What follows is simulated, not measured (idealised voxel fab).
process module | voxel plated lines
cross-section cut | 240 nm wide | cells 5 nm
A cross-section is a grid of square cells, given in bands from the top down. A band is one or more rows of cells.
Each band's line starts with the height of the band's top and of its bottom, in nm. Then come its materials from left to right, each with its width in nm. One material with "throughout" fills the band from edge to edge. "air" is empty space.
Height 0 is the level under which the wafer as received is all one material. The lowest band goes on downwards, as in "0 down".
A width such as "30 to 40" changes by the same amount from each row of cells to the next, from the band's top row to its bottom row.
"no change" after a step means that no cell of the cross-section changed.
closed voids: empty space of 8 cells or more with no open way to the top, each as width x height at its distance from the left edge, in nm
after a step's settings: what the simulator itself notes on the step
overlay nm, on a step with a mask: how far to the right of its planned place the mask lay; to the left if negative
plan
1 op RECEIVE | material Si
2 op CONFORMAL_DEP | material SiN | thk nm 15
3 op DIRECTIONAL_DEP | material TiN | thk nm 5
4 op PATTERN | tone open | mask id LINES | material resist | width nm 20 | pitch nm 50 | thk nm 35 | overlay nm 0
5 op EPI | material Ru | thk nm 5
6 op EPI | material Ru | thk nm 5
7 op EPI | material Ru | thk nm 10
8 op STRIP | etch materials resist
9 op DIRECTIONAL_ETCH | etch materials TiN | depth nm 5
10 op CONFORMAL_DEP | material SiN | thk nm 10
first wafer, as planned
as received, after step 1
  0 down: Si throughout
  closed voids: none
after step 2
  15 to 0: SiN throughout
  below 0: unchanged
after step 3
  20 to 15: TiN throughout
  below 15: unchanged
after step 4
  55 to 20: resist 60 | air 20 | resist 30 | air 20 | resist 30 | air 20 | resist 60
  below 20: unchanged
after step 5
  55 to 25: resist 60 | air 20 | resist 30 | air 20 | resist 30 | air 20 | resist 60
  25 to 20: resist 60 | Ru 20 | resist 30 | Ru 20 | resist 30 | Ru 20 | resist 60
  below 20: unchanged
after step 6
  55 to 30: resist 60 | air 20 | resist 30 | air 20 | resist 30 | air 20 | resist 60
  30 to 20: resist 60 | Ru 20 | resist 30 | Ru 20 | resist 30 | Ru 20 | resist 60
  below 20: unchanged
after step 7
  55 to 40: resist 60 | air 20 | resist 30 | air 20 | resist 30 | air 20 | resist 60
  40 to 20: resist 60 | Ru 20 | resist 30 | Ru 20 | resist 30 | Ru 20 | resist 60
  below 20: unchanged
after step 8
  40 to 20: air 60 | Ru 20 | air 30 | Ru 20 | air 30 | Ru 20 | air 60
  below 20: unchanged
after step 9
  40 to 20: air 60 | Ru 20 | air 30 | Ru 20 | air 30 | Ru 20 | air 60
  20 to 15: air 60 | TiN 20 | air 30 | TiN 20 | air 30 | TiN 20 | air 60
  below 15: unchanged
after step 10
  50 to 40: air 50 | SiN 40 | air 10 | SiN 40 | air 10 | SiN 40 | air 50
  40 to 25: air 50 | SiN 10 | Ru 20 | SiN 10 | air 10 | SiN 10 | Ru 20 | SiN 10 | air 10 | SiN 10 | Ru 20 | SiN 10 | air 50
  25 to 20: SiN 60 | Ru 20 | SiN 30 | Ru 20 | SiN 30 | Ru 20 | SiN 60
  20 to 15: SiN 60 | TiN 20 | SiN 30 | TiN 20 | SiN 30 | TiN 20 | SiN 60
  below 15: unchanged
second wafer: like start, like plan, one mistake. Through step 2 it matches the first wafer
when step 3 should have ended: no change
when step 4 should have ended
  50 to 15: resist 60 | air 20 | resist 30 | air 20 | resist 30 | air 20 | resist 60
  below 15: unchanged
when step 5 should have ended: no change
when step 6 should have ended: no change
when step 7 should have ended: no change
when step 8 should have ended
  15 to 0: SiN throughout
  below 0: unchanged
when step 9 should have ended: no change
when step 10 should have ended
  25 to 0: SiN throughout
  below 0: unchanged
what went wrong: step 3 was left out
at the end the second wafer has, in cells: 48 fewer of Ru | 60 fewer of SiN | 12 fewer of TiN
